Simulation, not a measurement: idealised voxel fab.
process module | voxel plated lines
cross-section cut | 180 nm wide | cells 5 nm
A cross-section is a grid of square cells, given in bands from the top down. A band is one or more rows of cells.
Each band's line starts with the height of the band's top and of its bottom, in nm. Then come its materials from left to right, each with its width in nm. One material with "throughout" fills the band from edge to edge. "air" is empty space.
Height 0 is the level under which the wafer as received is all one material. The lowest band goes on downwards, as in "0 down".
A width such as "30 to 40" changes by the same amount from each row of cells to the next, from the band's top row to its bottom row.
"no change" after a step means that no cell of the cross-section changed.
closed voids: empty space of 8 cells or more with no open way to the top, each as width x height at its distance from the left edge, in nm
after a step's settings: what the simulator itself notes on the step
overlay nm, on a step with a mask: how far to the right of its planned place the mask lay; to the left if negative
plan
1 op RECEIVE | material Si
2 op CONFORMAL_DEP | material Al2O3 | thk nm 15
3 op DIRECTIONAL_DEP | material TiN | thk nm 5
4 op PATTERN | tone open | mask id LINES | material resist | width nm 15 | pitch nm 35 | thk nm 25 | overlay nm -15
5 op EPI | material Ru | thk nm 10
6 op EPI | material Ru | thk nm 10
7 op STRIP | etch materials resist
8 op DIRECTIONAL_ETCH | etch materials TiN | depth nm 5
9 op CONFORMAL_DEP | material SiO2 | thk nm 10
varied across the wafers: overlay nm of step 4. The plan shows the first wafer's value. All wafers start alike
first wafer as received, after step 1
  0 down: Si throughout
  closed voids: none
each wafer at the end: cells of each material gained (+) or lost (-) since it was received, then its closed voids
overlay nm -15 | +108 Al2O3 | +24 Ru | +112 SiO2 | +6 TiN | closed voids: none
overlay nm -10 | +108 Al2O3 | +24 Ru | +112 SiO2 | +6 TiN | closed voids: none
overlay nm -5 | +108 Al2O3 | +24 Ru | +112 SiO2 | +6 TiN | closed voids: none
overlay nm 0 | +108 Al2O3 | +24 Ru | +112 SiO2 | +6 TiN | closed voids: none
overlay nm 5 | +108 Al2O3 | +24 Ru | +112 SiO2 | +6 TiN | closed voids: none
overlay nm 10 | +108 Al2O3 | +24 Ru | +112 SiO2 | +6 TiN | closed voids: none
overlay nm 15 | +108 Al2O3 | +24 Ru | +112 SiO2 | +6 TiN | closed voids: none
